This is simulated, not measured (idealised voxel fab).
Documented hereafter: the process module known as voxel self aligned vias.
This is section cut - it's 295 nm across, gridded in 5 nm square cells.
For the purposes of this document, a cross-section shall be understood as a grid of square cells, specified as bands listed in top-to-bottom order, each band consisting of one or more rows of cells. Quick guide to a band line: top height, bottom height (nm) up front; then every material left to right with its width in nm. Only one material and it's marked "full width"? Then it fills the band edge to edge. And "air" just means empty space. Measure heights from 0. That's the level where, below it, the as-received wafer is all one material. The lowest band is bottomless and extends downward; write it as in "from 0 down". So if you see something like "30..40" for the width, read it as the top row of the band sitting at the first number and the bottom row at the second, with every row in between moving by the same amount as the last. Given "left unchanged" for a step, no cell of the cross-section differs between before and after that step. "Entrapped voids" contains a list of empty spaces, each no smaller than 8 cells and without an open way to the top, written in the form width x height at distance with the distance from the left edge and all three in nm. That trailing text on a step's line, after the settings, is the simulator's own remark on the step. The optional step-line setting "overlay nm" applies to steps with a mask and quantifies how far to the right of its planned location the mask lay, a negative value indicating leftward placement.

Below is the list of planned process steps
1) RECEIVE | material Si
2) CONFORMAL_DEP | material SiO2 | thk nm 10
3) CONFORMAL_DEP | material SiCN | thk nm 5
4) DIRECTIONAL_DEP | material lowk | thk nm 30
5) DIRECTIONAL_DEP | material aC | thk nm 15
6) PATTERN | tone open | mask id LINES | material resist | width nm 30 | pitch nm 70 | thk nm 35 | overlay nm 0
7) DIRECTIONAL_ETCH | etch materials aC | depth nm 15
8) STRIP | etch materials resist
9) DIRECTIONAL_ETCH | etch materials lowk | depth nm 30
10) STRIP | etch materials aC
11) CONFORMAL_DEP | material TiN | thk nm 5
12) FILL_DEP | material W | thk nm 10
13) CMP | height nm 45
14) SELECTIVE_ETCH | etch materials W Ru TiN | depth nm 10
15) FILL_DEP | material SiN | thk nm 10
16) CMP | height nm 45
17) DIRECTIONAL_DEP | material lowk | thk nm 20
18) PATTERN | tone open | mask id VIAS | material resist | width nm 40 | thk nm 15 | overlay nm -15
19) DIRECTIONAL_ETCH | etch materials lowk | depth nm 20
20) DIRECTIONAL_ETCH | etch materials SiN | depth nm 10
21) STRIP | etch materials resist
22) CONFORMAL_DEP | material TiN | thk nm 5
23) FILL_DEP | material W | thk nm 5
24) CMP | height nm 65
25) CONFORMAL_DEP | material SiCN | thk nm 5
The plan's step 18 overlay nm is the first wafer's value; the wafers differ in this setting and start identical.

The as-received cross-section of the first of several wafers corresponds to the state after step 1
* from 0 down = Si full width
* Entrapped voids: none

Basically each wafer gets a line in the table, showing it at the end of the module: material by material, the cells it gained (+) or lost (-) since we got it, then its closed voids
overlay nm -15; +118 SiCN; +16 SiN; +118 SiO2; +42 TiN; +46 W; +486 lowk; Entrapped voids: none
overlay nm -10; +118 SiCN; +14 SiN; +118 SiO2; +42 TiN; +48 W; +486 lowk; Entrapped voids: none
overlay nm -5; +118 SiCN; +12 SiN; +118 SiO2; +42 TiN; +50 W; +486 lowk; Entrapped voids: none
overlay nm 0; +118 SiCN; +12 SiN; +118 SiO2; +42 TiN; +50 W; +486 lowk; Entrapped voids: none
overlay nm 5; +118 SiCN; +12 SiN; +118 SiO2; +42 TiN; +50 W; +486 lowk; Entrapped voids: none
overlay nm 10; +118 SiCN; +14 SiN; +118 SiO2; +42 TiN; +48 W; +486 lowk; Entrapped voids: none
overlay nm 15; +118 SiCN; +16 SiN; +118 SiO2; +42 TiN; +46 W; +486 lowk; Entrapped voids: none
